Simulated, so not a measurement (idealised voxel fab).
process module | voxel transistor to metal
cross-section cut | 185 nm wide | cells 5 nm
A cross-section is a grid of square cells, given in bands from the top down. A band is one or more rows of cells.
Each band's line starts with the height of the band's top and of its bottom, in nm. Then come its materials from left to right, each with its width in nm. One material with "throughout" fills the band from edge to edge. "air" is empty space.
Height 0 is the level under which the wafer as received is all one material. The lowest band goes on downwards, as in "0 down".
A width such as "30 to 40" changes by the same amount from each row of cells to the next, from the band's top row to its bottom row.
"no change" after a step means that no cell of the cross-section changed.
closed voids: empty space of 8 cells or more with no open way to the top, each as width x height at its distance from the left edge, in nm
after a step's settings: what the simulator itself notes on the step
overlay nm, on a step with a mask: how far to the right of its planned place the mask lay; to the left if negative
plan
1 op RECEIVE | material Si
2 op OXIDIZE | depth nm 5
3 op CONFORMAL_DEP | material SiN | thk nm 10
4 op MASKED_ETCH | tone cover | mask id ACTIVE | width nm 115 | etch materials SiN | depth nm 10 | overlay nm 0
5 op MASKED_ETCH | tone cover | mask id ACTIVE | width nm 115 | etch materials SiO2 | depth nm 5 | overlay nm 0
6 op MASKED_ETCH | tone cover | mask id ACTIVE | width nm 115 | etch materials Si | depth nm 20 | overlay nm 0
7 op OXIDIZE | depth nm 5
8 op FILL_DEP | material SiO2 | thk nm 10
9 op CMP | height nm 10
10 op SELECTIVE_ETCH | etch materials SiO2 | depth nm 10
11 op STRIP | etch materials SiN
12 op SELECTIVE_ETCH | etch materials SiO2 | depth nm 5
13 op OXIDIZE | depth nm 5
14 op DIRECTIONAL_DEP | material polySi | thk nm 25
15 op DIRECTIONAL_DEP | material SiCN | thk nm 15
16 op PATTERN | tone cover | mask id GATE | material resist | width nm 35 | thk nm 20 | overlay nm 0
17 op DIRECTIONAL_ETCH | etch materials SiCN | depth nm 25
18 op DIRECTIONAL_ETCH | etch materials polySi | depth nm 35
19 op STRIP | etch materials resist
20 op CONFORMAL_DEP | material SiN | thk nm 10
21 op DIRECTIONAL_ETCH | etch materials SiN | depth nm 10
22 op DIRECTIONAL_ETCH | etch materials SiO2 | depth nm 5
23 op DIRECTIONAL_ETCH | etch materials Si | depth nm 15
24 op EPI | material SiGe | thk nm 20
25 op FILL_DEP | material SiO2 | thk nm 5
26 op CMP | height nm 20
27 op STRIP | etch materials polySi
28 op SELECTIVE_ETCH | etch materials SiO2 | depth nm 5
29 op CONFORMAL_DEP | material HfO2 | thk nm 5
30 op CONFORMAL_DEP | material TiN | thk nm 5
31 op FILL_DEP | material W | thk nm 10
32 op CMP | height nm 15
33 op DIRECTIONAL_DEP | material SiO2 | thk nm 10
34 op PATTERN | tone open | mask id CONTACT | material resist | width nm 20 | pitch nm 85 | thk nm 20 | overlay nm 0
35 op DIRECTIONAL_ETCH | etch materials SiO2 | depth nm 30
36 op STRIP | etch materials resist
37 op CONFORMAL_DEP | material TiN | thk nm 5
38 op FILL_DEP | material W | thk nm 10
39 op CMP | height nm 25
40 op DIRECTIONAL_DEP | material TiN | thk nm 5
41 op DIRECTIONAL_DEP | material Ru | thk nm 15
42 op PATTERN | tone cover | mask id METAL_1 | material resist | width nm 20 | pitch nm 85 | thk nm 15 | overlay nm 0
43 op DIRECTIONAL_ETCH | etch materials Ru | depth nm 15
44 op DIRECTIONAL_ETCH | etch materials TiN | depth nm 5
45 op STRIP | etch materials resist
46 op CONFORMAL_DEP | material SiCN | thk nm 5
47 op FILL_DEP | material lowk | thk nm 5
48 op CMP | height nm 45
49 op CONFORMAL_DEP | material SiCN | thk nm 5
50 op DIRECTIONAL_DEP | material lowk | thk nm 35
51 op MASKED_ETCH | tone open | mask id METAL_2_HOLES | width nm 15 | pitch nm 85 | etch materials lowk | depth nm 35 | overlay nm 0
52 op PATTERN | tone open | mask id METAL_2 | material resist | width nm 20 | pitch nm 85 | thk nm 15 | overlay nm 0
53 op DIRECTIONAL_ETCH | etch materials lowk | depth nm 20
54 op DIRECTIONAL_ETCH | etch materials SiCN | depth nm 5
55 op STRIP | etch materials resist
56 op CONFORMAL_DEP | material TiN | thk nm 5
57 op FILL_DEP | material Cu | thk nm 5
58 op CMP | height nm 85
59 op CONFORMAL_DEP | material SiCN | thk nm 5
first wafer, as planned
as received, after step 1
  0 down: Si throughout
  closed voids: none
after step 2
  0 to -5: SiO2 throughout
  below -5: unchanged
after step 3
  10 to 0: SiN throughout
  below 0: unchanged
after step 4
  10 to 0: air 35 | SiN 115 | air 35
  below 0: unchanged
after step 5
  10 to 0: air 35 | SiN 115 | air 35
  0 to -5: air 35 | SiO2 115 | air 35
  below -5: unchanged
after step 6
  10 to 0: air 35 | SiN 115 | air 35
  0 to -5: air 35 | SiO2 115 | air 35
  -5 to -25: air 35 | Si 115 | air 35
  below -25: unchanged
after step 7
  10 to 0: air 35 | SiN 115 | air 35
  0 to -5: air 35 | SiO2 115 | air 35
  -5 to -25: air 35 | SiO2 5 | Si 105 | SiO2 5 | air 35
  -25 to -30: SiO2 40 | Si 105 | SiO2 40
  below -30: unchanged
after step 8
  20 to 10: SiO2 throughout
  10 to 0: SiO2 35 | SiN 115 | SiO2 35
  0 to -5: SiO2 throughout
  -5 to -30: SiO2 40 | Si 105 | SiO2 40
  below -30: unchanged
after step 9
  10 to 0: SiO2 35 | SiN 115 | SiO2 35
  below 0: unchanged
after step 10
  10 to 0: air 35 | SiN 115 | air 35
  below 0: unchanged
after step 11
  0 to -5: SiO2 throughout
  below -5: unchanged
after step 12
  -5 to -30: SiO2 40 | Si 105 | SiO2 40
  below -30: unchanged
after step 13
  -5 to -10: SiO2 throughout
  below -10: unchanged
after step 14
  20 to -5: polySi throughout
  below -5: unchanged
after step 15
  35 to 20: SiCN throughout
  below 20: unchanged
after step 16
  55 to 35: air 75 | resist 35 | air 75
  below 35: unchanged
after step 17
  55 to 35: air 75 | resist 35 | air 75
  35 to 20: air 75 | SiCN 35 | air 75
  below 20: unchanged
after step 18
  55 to 35: air 75 | resist 35 | air 75
  35 to 20: air 75 | SiCN 35 | air 75
  20 to -5: air 75 | polySi 35 | air 75
  below -5: unchanged
after step 19
  35 to 20: air 75 | SiCN 35 | air 75
  below 20: unchanged
after step 20
  45 to 35: air 65 | SiN 55 | air 65
  35 to 20: air 65 | SiN 10 | SiCN 35 | SiN 10 | air 65
  20 to 5: air 65 | SiN 10 | polySi 35 | SiN 10 | air 65
  5 to -5: SiN 75 | polySi 35 | SiN 75
  below -5: unchanged
after step 21
  35 to 20: air 65 | SiN 10 | SiCN 35 | SiN 10 | air 65
  20 to -5: air 65 | SiN 10 | polySi 35 | SiN 10 | air 65
  below -5: unchanged
after step 22
  35 to 20: air 65 | SiN 10 | SiCN 35 | SiN 10 | air 65
  20 to -5: air 65 | SiN 10 | polySi 35 | SiN 10 | air 65
  -5 to -10: air 65 | SiO2 55 | air 65
  below -10: unchanged
after step 23
  35 to 20: air 65 | SiN 10 | SiCN 35 | SiN 10 | air 65
  20 to -5: air 65 | SiN 10 | polySi 35 | SiN 10 | air 65
  -5 to -10: air 65 | SiO2 55 | air 65
  -10 to -25: SiO2 40 | air 25 | Si 55 | air 25 | SiO2 40
  below -25: unchanged
after step 24
  35 to 20: air 65 | SiN 10 | SiCN 35 | SiN 10 | air 65
  20 to 10: air 65 | SiN 10 | polySi 35 | SiN 10 | air 65
  10 to -5: air 45 | SiGe 20 | SiN 10 | polySi 35 | SiN 10 | SiGe 20 | air 45
  -5 to -10: air 35 | SiGe 30 | SiO2 55 | SiGe 30 | air 35
  -10 to -25: SiO2 40 | SiGe 25 | Si 55 | SiGe 25 | SiO2 40
  below -25: unchanged
after step 25
  40 to 35: SiO2 throughout
  35 to 20: SiO2 65 | SiN 10 | SiCN 35 | SiN 10 | SiO2 65
  20 to 10: SiO2 65 | SiN 10 | polySi 35 | SiN 10 | SiO2 65
  10 to -5: SiO2 45 | SiGe 20 | SiN 10 | polySi 35 | SiN 10 | SiGe 20 | SiO2 45
  -5 to -10: SiO2 35 | SiGe 30 | SiO2 55 | SiGe 30 | SiO2 35
  below -10: unchanged
after step 26
  20 to 10: SiO2 65 | SiN 10 | polySi 35 | SiN 10 | SiO2 65
  below 10: unchanged
after step 27
  20 to 10: SiO2 65 | SiN 10 | air 35 | SiN 10 | SiO2 65
  10 to -5: SiO2 45 | SiGe 20 | SiN 10 | air 35 | SiN 10 | SiGe 20 | SiO2 45
  below -5: unchanged
after step 28
  20 to 15: air 65 | SiN 10 | air 35 | SiN 10 | air 65
  15 to 10: SiO2 65 | SiN 10 | air 35 | SiN 10 | SiO2 65
  10 to -5: SiO2 45 | SiGe 20 | SiN 10 | air 35 | SiN 10 | SiGe 20 | SiO2 45
  -5 to -10: SiO2 35 | SiGe 30 | SiO2 5 | air 45 | SiO2 5 | SiGe 30 | SiO2 35
  below -10: unchanged
after step 29
  25 to 20: air 60 | HfO2 20 | air 25 | HfO2 20 | air 60
  20 to 15: HfO2 65 | SiN 10 | HfO2 5 | air 25 | HfO2 5 | SiN 10 | HfO2 65
  15 to 10: SiO2 65 | SiN 10 | HfO2 5 | air 25 | HfO2 5 | SiN 10 | SiO2 65
  10 to -5: SiO2 45 | SiGe 20 | SiN 10 | HfO2 5 | air 25 | HfO2 5 | SiN 10 | SiGe 20 | SiO2 45
  -5 to -10: SiO2 35 | SiGe 30 | SiO2 5 | HfO2 45 | SiO2 5 | SiGe 30 | SiO2 35
  below -10: unchanged
after step 30
  30 to 25: air 55 | TiN 30 | air 15 | TiN 30 | air 55
  25 to 20: TiN 60 | HfO2 20 | TiN 5 | air 15 | TiN 5 | HfO2 20 | TiN 60
  20 to 15: HfO2 65 | SiN 10 | HfO2 5 | TiN 5 | air 15 | TiN 5 | HfO2 5 | SiN 10 | HfO2 65
  15 to 10: SiO2 65 | SiN 10 | HfO2 5 | TiN 5 | air 15 | TiN 5 | HfO2 5 | SiN 10 | SiO2 65
  10 to 0: SiO2 45 | SiGe 20 | SiN 10 | HfO2 5 | TiN 5 | air 15 | TiN 5 | HfO2 5 | SiN 10 | SiGe 20 | SiO2 45
  0 to -5: SiO2 45 | SiGe 20 | SiN 10 | HfO2 5 | TiN 25 | HfO2 5 | SiN 10 | SiGe 20 | SiO2 45
  below -5: unchanged
after step 31
  40 to 30: W throughout
  30 to 25: W 55 | TiN 30 | W 15 | TiN 30 | W 55
  25 to 20: TiN 60 | HfO2 20 | TiN 5 | W 15 | TiN 5 | HfO2 20 | TiN 60
  20 to 15: HfO2 65 | SiN 10 | HfO2 5 | TiN 5 | W 15 | TiN 5 | HfO2 5 | SiN 10 | HfO2 65
  15 to 10: SiO2 65 | SiN 10 | HfO2 5 | TiN 5 | W 15 | TiN 5 | HfO2 5 | SiN 10 | SiO2 65
  10 to 0: SiO2 45 | SiGe 20 | SiN 10 | HfO2 5 | TiN 5 | W 15 | TiN 5 | HfO2 5 | SiN 10 | SiGe 20 | SiO2 45
  below 0: unchanged
after step 32
  15 to 10: SiO2 65 | SiN 10 | HfO2 5 | TiN 5 | W 15 | TiN 5 | HfO2 5 | SiN 10 | SiO2 65
  below 10: unchanged
after step 33
  25 to 15: SiO2 throughout
  below 15: unchanged
after step 34
  45 to 25: resist 40 | air 20 | resist 65 | air 20 | resist 40
  below 25: unchanged
after step 35
  45 to 25: resist 40 | air 20 | resist 65 | air 20 | resist 40
  25 to 15: SiO2 40 | air 20 | SiO2 65 | air 20 | SiO2 40
  15 to 10: SiO2 40 | air 20 | SiO2 5 | SiN 10 | HfO2 5 | TiN 5 | W 15 | TiN 5 | HfO2 5 | SiN 10 | SiO2 5 | air 20 | SiO2 40
  10 to 0: SiO2 40 | air 5 | SiGe 20 | SiN 10 | HfO2 5 | TiN 5 | W 15 | TiN 5 | HfO2 5 | SiN 10 | SiGe 20 | air 5 | SiO2 40
  0 to -5: SiO2 40 | air 5 | SiGe 20 | SiN 10 | HfO2 5 | TiN 25 | HfO2 5 | SiN 10 | SiGe 20 | air 5 | SiO2 40
  below -5: unchanged
after step 36
  25 to 15: SiO2 40 | air 20 | SiO2 65 | air 20 | SiO2 40
  below 15: unchanged
after step 37
  30 to 25: TiN 45 | air 10 | TiN 75 | air 10 | TiN 45
  25 to 15: SiO2 40 | TiN 5 | air 10 | TiN 5 | SiO2 65 | TiN 5 | air 10 | TiN 5 | SiO2 40
  15 to 10: SiO2 40 | TiN 20 | SiO2 5 | SiN 10 | HfO2 5 | TiN 5 | W 15 | TiN 5 | HfO2 5 | SiN 10 | SiO2 5 | TiN 20 | SiO2 40
  10 to 0: SiO2 40 | TiN 5 | SiGe 20 | SiN 10 | HfO2 5 | TiN 5 | W 15 | TiN 5 | HfO2 5 | SiN 10 | SiGe 20 | TiN 5 | SiO2 40
  0 to -5: SiO2 40 | TiN 5 | SiGe 20 | SiN 10 | HfO2 5 | TiN 25 | HfO2 5 | SiN 10 | SiGe 20 | TiN 5 | SiO2 40
  below -5: unchanged
after step 38
  40 to 30: W throughout
  30 to 25: TiN 45 | W 10 | TiN 75 | W 10 | TiN 45
  25 to 15: SiO2 40 | TiN 5 | W 10 | TiN 5 | SiO2 65 | TiN 5 | W 10 | TiN 5 | SiO2 40
  below 15: unchanged
after step 39
  25 to 15: SiO2 40 | TiN 5 | W 10 | TiN 5 | SiO2 65 | TiN 5 | W 10 | TiN 5 | SiO2 40
  below 15: unchanged
after step 40
  30 to 25: TiN throughout
  below 25: unchanged
after step 41
  45 to 30: Ru throughout
  below 30: unchanged
after step 42
  60 to 45: air 40 | resist 20 | air 65 | resist 20 | air 40
  below 45: unchanged
after step 43
  60 to 45: air 40 | resist 20 | air 65 | resist 20 | air 40
  45 to 30: air 40 | Ru 20 | air 65 | Ru 20 | air 40
  below 30: unchanged
after step 44
  60 to 45: air 40 | resist 20 | air 65 | resist 20 | air 40
  45 to 30: air 40 | Ru 20 | air 65 | Ru 20 | air 40
  30 to 25: air 40 | TiN 20 | air 65 | TiN 20 | air 40
  below 25: unchanged
after step 45
  45 to 30: air 40 | Ru 20 | air 65 | Ru 20 | air 40
  below 30: unchanged
after step 46
  50 to 45: air 35 | SiCN 30 | air 55 | SiCN 30 | air 35
  45 to 30: air 35 | SiCN 5 | Ru 20 | SiCN 5 | air 55 | SiCN 5 | Ru 20 | SiCN 5 | air 35
  30 to 25: SiCN 40 | TiN 20 | SiCN 65 | TiN 20 | SiCN 40
  below 25: unchanged
after step 47
  55 to 50: lowk throughout
  50 to 45: lowk 35 | SiCN 30 | lowk 55 | SiCN 30 | lowk 35
  45 to 30: lowk 35 | SiCN 5 | Ru 20 | SiCN 5 | lowk 55 | SiCN 5 | Ru 20 | SiCN 5 | lowk 35
  below 30: unchanged
after step 48
  45 to 30: lowk 35 | SiCN 5 | Ru 20 | SiCN 5 | lowk 55 | SiCN 5 | Ru 20 | SiCN 5 | lowk 35
  below 30: unchanged
after step 49
  50 to 45: SiCN throughout
  below 45: unchanged
after step 50
  85 to 50: lowk throughout
  below 50: unchanged
after step 51
  85 to 50: lowk 40 | air 15 | lowk 70 | air 15 | lowk 45
  below 50: unchanged
after step 52
  100 to 85: resist 40 | air 20 | resist 65 | air 20 | resist 40
  below 85: unchanged
after step 53
  100 to 85: resist 40 | air 20 | resist 65 | air 20 | resist 40
  85 to 65: lowk 40 | air 20 | lowk 65 | air 20 | lowk 40
  below 65: unchanged
after step 54
  100 to 85: resist 40 | air 20 | resist 65 | air 20 | resist 40
  85 to 65: lowk 40 | air 20 | lowk 65 | air 20 | lowk 40
  65 to 50: lowk 40 | air 15 | lowk 70 | air 15 | lowk 45
  50 to 45: SiCN 40 | air 15 | SiCN 70 | air 15 | SiCN 45
  below 45: unchanged
after step 55
  85 to 65: lowk 40 | air 20 | lowk 65 | air 20 | lowk 40
  below 65: unchanged
after step 56
  90 to 85: TiN 45 | air 10 | TiN 75 | air 10 | TiN 45
  85 to 70: lowk 40 | TiN 5 | air 10 | TiN 5 | lowk 65 | TiN 5 | air 10 | TiN 5 | lowk 40
  70 to 65: lowk 40 | TiN 5 | air 5 | TiN 10 | lowk 65 | TiN 5 | air 5 | TiN 10 | lowk 40
  65 to 50: lowk 40 | TiN 5 | air 5 | TiN 5 | lowk 70 | TiN 5 | air 5 | TiN 5 | lowk 45
  50 to 45: SiCN 40 | TiN 15 | SiCN 70 | TiN 15 | SiCN 45
  below 45: unchanged
after step 57
  95 to 90: Cu throughout
  90 to 85: TiN 45 | Cu 10 | TiN 75 | Cu 10 | TiN 45
  85 to 70: lowk 40 | TiN 5 | Cu 10 | TiN 5 | lowk 65 | TiN 5 | Cu 10 | TiN 5 | lowk 40
  70 to 65: lowk 40 | TiN 5 | Cu 5 | TiN 10 | lowk 65 | TiN 5 | Cu 5 | TiN 10 | lowk 40
  65 to 50: lowk 40 | TiN 5 | Cu 5 | TiN 5 | lowk 70 | TiN 5 | Cu 5 | TiN 5 | lowk 45
  below 50: unchanged
after step 58
  85 to 70: lowk 40 | TiN 5 | Cu 10 | TiN 5 | lowk 65 | TiN 5 | Cu 10 | TiN 5 | lowk 40
  below 70: unchanged
after step 59
  90 to 85: SiCN throughout
  below 85: unchanged
second wafer: like start, like plan, one mistake. Through step 49 it matches the first wafer
when step 50 should have ended
  85 to 45: SiCN throughout
  below 45: unchanged
when step 51 should have ended: no change
when step 52 should have ended
  100 to 85: resist 40 | air 20 | resist 65 | air 20 | resist 40
  below 85: unchanged
when step 53 should have ended: no change
when step 54 should have ended
  100 to 85: resist 40 | air 20 | resist 65 | air 20 | resist 40
  85 to 80: SiCN 40 | air 20 | SiCN 65 | air 20 | SiCN 40
  below 80: unchanged
when step 55 should have ended
  85 to 80: SiCN 40 | air 20 | SiCN 65 | air 20 | SiCN 40
  below 80: unchanged
when step 56 should have ended
  90 to 85: TiN 45 | air 10 | TiN 75 | air 10 | TiN 45
  85 to 80: SiCN 40 | TiN 20 | SiCN 65 | TiN 20 | SiCN 40
  below 80: unchanged
when step 57 should have ended
  95 to 90: Cu throughout
  90 to 85: TiN 45 | Cu 10 | TiN 75 | Cu 10 | TiN 45
  below 85: unchanged
when step 58 should have ended
  85 to 80: SiCN 40 | TiN 20 | SiCN 65 | TiN 20 | SiCN 40
  below 80: unchanged
when step 59 should have ended
  90 to 85: SiCN throughout
  below 85: unchanged
what went wrong: step 50 ran as: op DIRECTIONAL_DEP | material SiCN | thk nm 35
at the end the second wafer has, in cells: 20 fewer of Cu | 257 more of SiCN | 28 fewer of TiN | 209 fewer of lowk
